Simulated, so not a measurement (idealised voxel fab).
process module | voxel self aligned vias
cross-section cut | 190 nm wide | cells 5 nm
A cross-section is a grid of square cells, given in bands from the top down. A band is one or more rows of cells.
Each band's line starts with the height of the band's top and of its bottom, in nm. Then come its materials from left to right, each with its width in nm. One material with "throughout" fills the band from edge to edge. "air" is empty space.
Height 0 is the level under which the wafer as received is all one material. The lowest band goes on downwards, as in "0 down".
A width such as "30 to 40" changes by the same amount from each row of cells to the next, from the band's top row to its bottom row.
"no change" after a step means that no cell of the cross-section changed.
closed voids: empty space of 8 cells or more with no open way to the top, each as width x height at its distance from the left edge, in nm
after a step's settings: what the simulator itself notes on the step
overlay nm, on a step with a mask: how far to the right of its planned place the mask lay; to the left if negative
plan
1 op RECEIVE | material Si
2 op CONFORMAL_DEP | material SiO2 | thk nm 15
3 op CONFORMAL_DEP | material SiCN | thk nm 5
4 op DIRECTIONAL_DEP | material SiO2 | thk nm 30
5 op PATTERN | tone open | mask id LINES | material resist | width nm 20 | pitch nm 60 | thk nm 20 | overlay nm 0
6 op DIRECTIONAL_ETCH | etch materials SiO2 | depth nm 30
7 op STRIP | etch materials resist
8 op CONFORMAL_DEP | material TiN | thk nm 5
9 op FILL_DEP | material Ru | thk nm 10
10 op CMP | height nm 50
11 op SELECTIVE_ETCH | etch materials W Ru TiN | depth nm 5
12 op FILL_DEP | material SiN | thk nm 10
13 op CMP | height nm 50
14 op DIRECTIONAL_DEP | material SiO2 | thk nm 15
15 op PATTERN | tone open | mask id VIAS | material resist | width nm 40 | thk nm 15 | overlay nm 0
16 op DIRECTIONAL_ETCH | etch materials SiO2 | depth nm 15
17 op DIRECTIONAL_ETCH | etch materials SiN | depth nm 5
18 op STRIP | etch materials resist
19 op CONFORMAL_DEP | material TiN | thk nm 5
20 op FILL_DEP | material Ru | thk nm 5
21 op CMP | height nm 65
22 op CONFORMAL_DEP | material SiN | thk nm 5
as received, after step 1
  0 down: Si throughout
  closed voids: none
first wafer at the end, as planned
  70 to 65: SiN throughout
  65 to 55: SiO2 45 | TiN 5 | Ru 30 | TiN 5 | SiO2 105
  55 to 50: SiO2 45 | TiN 15 | Ru 10 | TiN 15 | SiO2 105
  50 to 45: SiO2 55 | TiN 20 | SiO2 40 | SiN 20 | SiO2 55
  45 to 25: SiO2 55 | TiN 5 | Ru 10 | TiN 5 | SiO2 40 | TiN 5 | Ru 10 | TiN 5 | SiO2 55
  25 to 20: SiO2 55 | TiN 20 | SiO2 40 | TiN 20 | SiO2 55
  20 to 15: SiCN throughout
  15 to 0: SiO2 throughout
  0 down: Si throughout
  closed voids: none
second wafer at the end: like start, like plan, one mistake
  70 to 65: SiN throughout
  65 to 55: SiO2 45 | TiN 5 | Ru 30 | TiN 5 | SiO2 105
  55 to 50: SiO2 45 | TiN 15 | Ru 10 | TiN 15 | SiO2 105
  50 to 45: SiO2 55 | TiN 20 | SiO2 40 | SiN 20 | SiO2 55
  45 to 25: SiO2 55 | TiN 5 | Ru 10 | TiN 5 | SiO2 40 | TiN 5 | Ru 10 | TiN 5 | SiO2 55
  25 to 20: SiO2 55 | TiN 20 | SiO2 40 | TiN 20 | SiO2 55
  20 to 5: SiO2 throughout
  5 to 0: SiCN throughout
  0 down: Si throughout
  closed voids: none
what went wrong: steps 2 and 3 were swapped
at the end the second wafer has, in cells: as many of each material as the first, in other places
